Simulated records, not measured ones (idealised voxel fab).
Herein follows the process module entitled voxel released beams.
The figure presents cross-section cut, which has a width of 225 nm and is divided into square cells with an edge length of 5 nm.
Think of the cross-section as a grid of square cells. We describe it in bands, top to bottom, and each band covers one or more rows of those cells. For a band, the entry starts with two heights in nm, that of the top and then that of the bottom, and carries on with the band's materials in order from left to right, each alongside its width in nm; the word "edge to edge" beside a single material means it fills the band edge to edge, and "empty" means empty space. All heights in this document are referenced to 0, defined as the level beneath which the wafer, as received, consists entirely of one material. The lowest band is not bounded below; it extends indefinitely downward and is written in the form "0..down". The two numbers in a width such as "30->40" mark its ends across the band: the first belongs to the top row of cells, the second to the bottom row, and from each row to the next the width moves by the same amount. Take "everything unchanged" at face value: in the step it is given for, the cross-section changed in none of its cells. Any empty space of 8 cells or more lacking an open way to the top shows up in "Sealed internal cavities" as width x height at distance, distance from the left edge, in nm. What comes after the settings on a step's line is commentary from the simulator itself on that step. overlay nm, on a step with a mask: how far to the right of its planned place the mask lay; to the left if negative.

Here's what the planned process steps look like:
1. RECEIVE, material Si
2. CONFORMAL_DEP, material Al2O3, thk nm 10
3. DIRECTIONAL_DEP, material SiO2, thk nm 20
4. DIRECTIONAL_DEP, material aC, thk nm 15
5. PATTERN, tone open, mask id ANCHOR, material resist, width nm 35, thk nm 35, overlay nm 0
6. DIRECTIONAL_ETCH, etch materials aC, depth nm 15
7. STRIP, etch materials resist
8. DIRECTIONAL_ETCH, etch materials SiO2, depth nm 20
9. STRIP, etch materials aC
10. CONFORMAL_DEP, material polySi, thk nm 15
11. PATTERN, tone cover, mask id BEAM, material resist, width nm 120, thk nm 20, overlay nm 0
12. DIRECTIONAL_ETCH, etch materials polySi, depth nm 15
13. STRIP, etch materials resist
14. STRIP, etch materials SiO2
Keep in mind the plan's value for the width nm of step 5 comes from the first wafer; the wafers don't share that setting, but they do share the same starting point.

Cross-sectional view of the first of several wafers in the as-received condition, corresponding to the state following step 1:
0..down = Si edge to edge
Sealed internal cavities: none

Per wafer (row), end of module: delta in cells per material since receipt, (+) for gained, (-) for lost; closed voids after that:
width nm 35; +90 Al2O3; +96 polySi; Sealed internal cavities: none
width nm 40; +90 Al2O3; +96 polySi; Sealed internal cavities: none
width nm 45; +90 Al2O3; +96 polySi; Sealed internal cavities: none
width nm 50; +90 Al2O3; +96 polySi; Sealed internal cavities: none
width nm 55; +90 Al2O3; +96 polySi; Sealed internal cavities: none
width nm 60; +90 Al2O3; +96 polySi; Sealed internal cavities: none
